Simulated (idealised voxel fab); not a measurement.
The following is a process module called voxel quadruple lines.
For reference, the cross-section in this document is cut, with width 230 nm and square cells of 5 nm.
Cross-sections here: square-cell grids, written as top-down lists of bands, a band being one or more rows of cells. Look at the band entry: it leads with the top's height and the bottom's height in nm. Then it lists the materials left to right, with a width in nm for each. The word "everywhere" on a single material says that material fills the band edge to edge. The word "air" is empty space. Heads up on the height convention: 0 is the point under which the incoming wafer is all one material, and the lowest band has no bottom, it just keeps going down, like "top 0, no bottom". Width spec "30 to 40" -> top row of cells at first value, bottom row at second value, equal per-row change in between. Reading "nothing altered" for a step: not a cell of the cross-section changed in it. The entry titled "Closed void list" provides the empty spaces that have no open way to the top, restricted to those of 8 cells or more. Each is presented as width x height at distance, the distance being measured from the left edge, with all three in nm. Heads up: the bit after the settings on a step's line is the simulator's remark on that step. overlay nm: mask right of planned place by this much (step with mask). Neg. = left.
THESE ARE THE STEPS WE PLANNED FOR THE PROCESS
1 RECEIVE: material Si
2 CONFORMAL_DEP: material SiO2, thk nm 5
3 DIRECTIONAL_DEP: material W, thk nm 15
4 DIRECTIONAL_DEP: material polySi, thk nm 20
5 DIRECTIONAL_DEP: material aC, thk nm 20
6 PATTERN: tone cover, mask id MANDREL, material resist, width nm 30, pitch nm 80, thk nm 25, overlay nm 0
7 DIRECTIONAL_ETCH: etch materials aC, depth nm 20
8 STRIP: etch materials resist
9 CONFORMAL_DEP: material SiO2, thk nm 10
10 DIRECTIONAL_ETCH: etch materials SiO2, depth nm 10
11 STRIP: etch materials aC
12 DIRECTIONAL_ETCH: etch materials polySi, depth nm 20
13 STRIP: etch materials SiO2
14 CONFORMAL_DEP: material SiCN, thk nm 10
15 DIRECTIONAL_ETCH: etch materials SiCN, depth nm 10
16 STRIP: etch materials polySi
17 DIRECTIONAL_ETCH: etch materials W, depth nm 15
18 STRIP: etch materials SiCN
19 FILL_DEP: material SiO2, thk nm 5
20 CMP: height nm 20
AS-RECEIVED STATE OF THE WAFER IN CROSS-SECTION, EQUIVALENT TO POST-STEP 1
- top 0, no bottom | Si everywhere
- Closed void list: none
FIRST WAFER AT THE END, AS PLANNED
- top 20, bottom 5 | SiO2=40  W=10  SiO2=10  W=10  SiO2=10  W=10  SiO2=10  W=10  SiO2=10  W=10  SiO2=10  W=10  SiO2=10  W=10  SiO2=10  W=10  SiO2=40
- top 5, bottom 0 | SiO2 everywhere
- top 0, no bottom | Si everywhere
- Closed void list: none
MODULE END: CROSS-SECTION OF WAFER TWO OF TWO. SAME START AND PROCESS PLAN AS THE FIRST WAFER. ONE MISTAKE DURING EXECUTION
- top 20, bottom 5 | SiO2=50  W=50  SiO2=30  W=50  SiO2=50
- top 5, bottom 0 | SiO2 everywhere
- top 0, no bottom | Si everywhere
- Closed void list: none
Processing error: step 11: run off-plan, actual operation and settings STRIP: etch materials SiO2
It is noted that, at the conclusion of processing, the second wafer exhibits a higher or lower cell count for certain materials relative to the first: SiO2 -12; W +12
